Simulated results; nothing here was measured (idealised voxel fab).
Name of the process module below: voxel self aligned contacts
The cross-section shown here is cut; it is 220 nm wide and divided into square cells measuring 5 nm on a side.
Heads up, the way a cross-section reads in here is a grid of square cells, handed over as bands from the top down, with every band being one or more rows of cells.
A band entry consists of two parts. The first gives the height of the band's top and the height of its bottom, in nm. The rest lists the band's materials from left to right, each with its width in nm. A single material labelled with the word "full width" fills the band from edge to edge, and the word "blank" marks empty space.
Ref level 0: as-received wafer is one material below here. Bottom band extends down with no lower bound ("from 0 down").
The notation "30..40" denotes a width that varies across the rows of cells in the band, beginning at the first number in the top row, finishing at the second number in the bottom row, and changing by an identical amount from each row to the next.
Basically "everything unchanged" means that step didn't change any cell in the cross-section.
"Enclosed void inventory" contains a list of empty spaces, each no smaller than 8 cells and without an open way to the top, written in the form width x height at distance with the distance from the left edge and all three in nm.
Anything after a step's settings on that line? It's the simulator's own note about the step.
On any step carrying a mask, the "overlay nm" setting, if present on the step's line, tells how far right of its planned place the mask lay; negative values point to the left.
**The following list gives the planned process steps**
1) RECEIVE [material Si]
2) OXIDIZE [depth nm 5]
3) DIRECTIONAL_DEP [material polySi] [thk nm 25]
4) DIRECTIONAL_DEP [material SiN] [thk nm 20]
5) PATTERN [tone cover] [mask id GATE] [material resist] [width nm 25] [pitch nm 55] [thk nm 20] [overlay nm 0]
6) DIRECTIONAL_ETCH [etch materials SiN] [depth nm 20]
7) DIRECTIONAL_ETCH [etch materials polySi] [depth nm 25]
8) STRIP [etch materials resist]
9) CONFORMAL_DEP [material SiN] [thk nm 5]
10) DIRECTIONAL_ETCH [etch materials SiN] [depth nm 5]
11) FILL_DEP [material SiO2] [thk nm 15]
12) CMP [height nm 50]
13) PATTERN [tone open] [mask id CONTACT] [material resist] [width nm 40] [thk nm 20] [overlay nm 0]
14) DIRECTIONAL_ETCH [etch materials SiO2] [depth nm 55]
15) STRIP [etch materials resist]
16) CONFORMAL_DEP [material TiN] [thk nm 5]
17) FILL_DEP [material Ru] [thk nm 10]
18) CMP [height nm 50]
19) CONFORMAL_DEP [material SiN] [thk nm 5]
**Cross-section of the wafer as it came to us, i.e., already through step 1**
- from 0 down | Si full width
- Enclosed void inventory: none
**Look at the cross-section after the module: the wafer started out the way shown above and the plan was the one shown above, yet one mistake was made along the way**
- from 55 to 50 | SiN full width
- from 50 to 45 | 95 SiO2; 10 TiN; 10 Ru; 10 TiN; 95 SiO2
- from 45 to 25 | 65 SiO2; 35 SiN; 5 TiN; 10 Ru; 5 TiN; 35 SiN; 65 SiO2
- from 25 to 0 | 65 SiO2; 5 SiN; 25 polySi; 5 SiN; 5 TiN; 10 Ru; 5 TiN; 5 SiN; 25 polySi; 5 SiN; 65 SiO2
- from 0 to -5 | 100 SiO2; 20 TiN; 100 SiO2
- from -5 down | Si full width
- Enclosed void inventory: none
What went wrong in running the wafer? step 13 off recipe, ran as PATTERN [tone open] [mask id CONTACT] [material resist] [width nm 30] [thk nm 20] [overlay nm 0]
